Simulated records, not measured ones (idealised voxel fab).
voxel tone inversion: a process module
This is section cut - it's 200 nm across, gridded in 5 nm square cells.
Square cells in a grid make up a cross-section in this document, and the grid is given as bands, listed from the top down, each one or more rows of cells.
Each band's line starts with the height of the band's top and of its bottom, in nm. Then come its materials from left to right, each with its width in nm. One material with "all across" fills the band from edge to edge. "blank" is empty space.
Beneath 0, the wafer as received is one material, and that level is where height counting begins. The lowest band goes on downward without a bottom; it is written like "0 down".
When a width is written as two numbers, as in "30..40", the first number is the width in the top row of cells of the band and the second is the width in its bottom row, and the width changes by the same amount from each row to the next.
"all unchanged" (step): cross-section cells unchanged, all of them.
Internal closed voids: empty space of 8 cells or more with no open way to the top, each as width x height at its distance from the left edge, in nm
What comes after the settings on a step's line is commentary from the simulator itself on that step.
Steps that use a mask can have "overlay nm" on their line. It says how far the mask sat to the right of where it was meant to be. Negative means to the left.

PLANNED PROCESS STEPS
- 1: RECEIVE, material Si
- 2: CONFORMAL_DEP, material SiCN, thk nm 5
- 3: DIRECTIONAL_DEP, material aC, thk nm 25
- 4: PATTERN, tone cover, mask id POSTS, material resist, width nm 20, pitch nm 35, thk nm 35, overlay nm -15
- 5: DIRECTIONAL_ETCH, etch materials aC, depth nm 25
- 6: STRIP, etch materials resist
- 7: FILL_DEP, material SiO2, thk nm 10
- 8: CMP, height nm 30
- 9: STRIP, etch materials aC
- 10: CONFORMAL_DEP, material TiN, thk nm 5
- 11: FILL_DEP, material Cu, thk nm 10
- 12: CMP, height nm 30
- 13: CONFORMAL_DEP, material SiCN, thk nm 5
What sets these wafers apart? The overlay nm at step 4. They all start alike, and the plan carries the first wafer's value.

INCOMING STATE OF THE FIRST OF SEVERAL WAFERS IN CROSS-SECTION: AFTER STEP 1
> 0 down = Si all across
> Internal closed voids: none

TAKE ANY ROW AND YOU HAVE A WAFER AT THE END OF THE MODULE: HOW MANY CELLS OF EACH MATERIAL IT HAS GAINED (+) OR LOST (-) SINCE IT WAS RECEIVED, AND THEN ITS CLOSED VOIDS
overlay nm -15, +16 Cu, +80 SiCN, +160 SiO2, +24 TiN, Internal closed voids: none
overlay nm -10, +16 Cu, +80 SiCN, +160 SiO2, +24 TiN, Internal closed voids: none
overlay nm -5, +16 Cu, +80 SiCN, +160 SiO2, +24 TiN, Internal closed voids: none
overlay nm 0, +16 Cu, +80 SiCN, +160 SiO2, +24 TiN, Internal closed voids: none
overlay nm 5, +16 Cu, +80 SiCN, +160 SiO2, +24 TiN, Internal closed voids: none
overlay nm 10, +16 Cu, +80 SiCN, +160 SiO2, +24 TiN, Internal closed voids: none
overlay nm 15, +16 Cu, +80 SiCN, +160 SiO2, +24 TiN, Internal closed voids: none
